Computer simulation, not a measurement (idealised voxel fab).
Proc. module: voxel double patterning
Displayed cross-section: cut, width of 260 nm, square cells sized 5 nm.
This document writes a cross-section as a grid whose cells are square, and gives it as bands, listed from the top down; one or more rows of cells form a band.
Quick guide to a band line: top height, bottom height (nm) up front; then every material left to right with its width in nm. Only one material and it's marked "edge to edge"? Then it fills the band edge to edge. And "blank" just means empty space.
Zero point of the height axis is 0; under it, received wafer = one material. Lowest band: continues down indefinitely, "top 0, no bottom".
Width: "30 to 40" (first number = top row, second number = bottom row, same change from row to row of cells).
Reading "remained unchanged" for a step: not a cell of the cross-section changed in it.
"Closed void listing": empty spaces of 8 cells or more with no open way to the top, each given as width x height at distance, distance from the left edge, all in nm.
Text after the settings on a step's line: the simulator's own remark on that step.
overlay nm: mask right of planned place by this much (step with mask). Neg. = left.
[The planned process steps are enumerated hereunder]
1,RECEIVE with material Si
2,CONFORMAL_DEP with material SiO2, thk nm 5
3,DIRECTIONAL_DEP with material TiN, thk nm 20
4,DIRECTIONAL_DEP with material SiCN, thk nm 10
5,DIRECTIONAL_DEP with material aC, thk nm 15
6,PATTERN with tone open, mask id FIRST, material resist, width nm 15, pitch nm 50, thk nm 30, overlay nm 0
7,DIRECTIONAL_ETCH with etch materials aC, depth nm 15
8,STRIP with etch materials resist
9,DIRECTIONAL_ETCH with etch materials SiCN, depth nm 10
10,STRIP with etch materials aC
11,MASKED_ETCH with tone open, mask id SECOND, width nm 15, etch materials SiCN, depth nm 10, overlay nm 0
12,DIRECTIONAL_ETCH with etch materials TiN, depth nm 20
13,STRIP with etch materials SiCN
[Cross-section of the wafer at receipt, which is the condition after step 1]
  top 0, no bottom  Si edge to edge
  Closed void listing: none
[First of two wafers, end-of-module section, run followed plan]
  top 25, bottom 5  TiN 95, then blank 15, then TiN 10, then blank 15, then TiN 10, then blank 15, then TiN 100
  top 5, bottom 0  SiO2 edge to edge
  top 0, no bottom  Si edge to edge
  Closed void listing: none
[Second of two wafers, module complete, sectioned: it shares the first wafer's start and plan but was run with one mistake]
  top 25, bottom 20  SiO2 edge to edge
  top 20, bottom 0  TiN edge to edge
  top 0, no bottom  Si edge to edge
  Closed void listing: none
Where did the run depart from the plan? it was found that steps 2 and 3 of the process plan had been performed in exchanged positions
at the end the second wafer has, in cells: 36 more of TiN
